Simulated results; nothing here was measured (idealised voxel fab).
The document below concerns the process module designated voxel self aligned vias.
In the cross-section labelled cut, the width is 210 nm and each square cell is 5 nm.
A cross-section is written here as square cells arranged in a grid, and it is given in bands from the top down, each band taking up one or more rows of cells.
The band entry comprises the height of the band's top followed by the height of its bottom, expressed in nm, and subsequently the band's materials from left to right, each stated together with its width in nm. Where a single material is marked with the word "throughout", that material fills the band from edge to edge. The word "blank" represents empty space.
Note: height 0 marks the level under which the wafer is uniformly one material as received. Lowest band unbounded below, written "top 0, no bottom".
The expression "30..40" gives the width at the extremes of the band, the first number at its top row of cells and the second at its bottom row, with the width changing by equal amounts from each row to the next in between.
What does "remains unaltered" mean for a step? It means no cell of the cross-section changed in that step.
Any empty space of 8 cells or more lacking an open way to the top shows up in "Enclosed cavities" as width x height at distance, distance from the left edge, in nm.
If you see something after the settings on a step's line, that's the simulator's own remark about that step.
overlay nm: right-of-plan distance of the mask on a masked step; negative values mean left-of-plan.

## List of planned process steps
- 1: op RECEIVE | material Si
- 2: op CONFORMAL_DEP | material SiO2 | thk nm 15
- 3: op CONFORMAL_DEP | material SiCN | thk nm 5
- 4: op DIRECTIONAL_DEP | material lowk | thk nm 25
- 5: op DIRECTIONAL_DEP | material aC | thk nm 15
- 6: op PATTERN | tone open | mask id LINES | material resist | width nm 20 | pitch nm 50 | thk nm 35 | overlay nm 0
- 7: op DIRECTIONAL_ETCH | etch materials aC | depth nm 15
- 8: op STRIP | etch materials resist
- 9: op DIRECTIONAL_ETCH | etch materials lowk | depth nm 25
- 10: op STRIP | etch materials aC
- 11: op CONFORMAL_DEP | material TiN | thk nm 5
- 12: op FILL_DEP | material W | thk nm 5
- 13: op CMP | height nm 45
- 14: op SELECTIVE_ETCH | etch materials W Ru TiN | depth nm 5
- 15: op FILL_DEP | material SiN | thk nm 10
- 16: op CMP | height nm 45
- 17: op DIRECTIONAL_DEP | material lowk | thk nm 20
- 18: op PATTERN | tone open | mask id VIAS | material resist | width nm 30 | thk nm 15 | overlay nm 0
- 19: op DIRECTIONAL_ETCH | etch materials lowk | depth nm 20
- 20: op DIRECTIONAL_ETCH | etch materials SiN | depth nm 5
- 21: op STRIP | etch materials resist
- 22: op CONFORMAL_DEP | material TiN | thk nm 5
- 23: op FILL_DEP | material Ru | thk nm 10
- 24: op CMP | height nm 65
- 25: op CONFORMAL_DEP | material SiCN | thk nm 5

## As received (post step 1): cross-section
> top 0, no bottom  Si throughout
> Enclosed cavities: none

## Figure: cross-sectional view of the wafer upon completion of the module, processed from the initial state and according to the plan depicted above, with one error introduced during execution
> top 70, bottom 65  SiCN throughout
> top 65, bottom 50  65 lowk, then 5 TiN, then 20 Ru, then 5 TiN, then 115 lowk
> top 50, bottom 45  65 lowk, then 30 TiN, then 115 lowk
> top 45, bottom 40  SiCN throughout
> top 40, bottom 15  lowk throughout
> top 15, bottom 0  SiO2 throughout
> top 0, no bottom  Si throughout
> Enclosed cavities: none
Deviation noted in wafer processing: steps 3 and 4 run out of order (swapped)
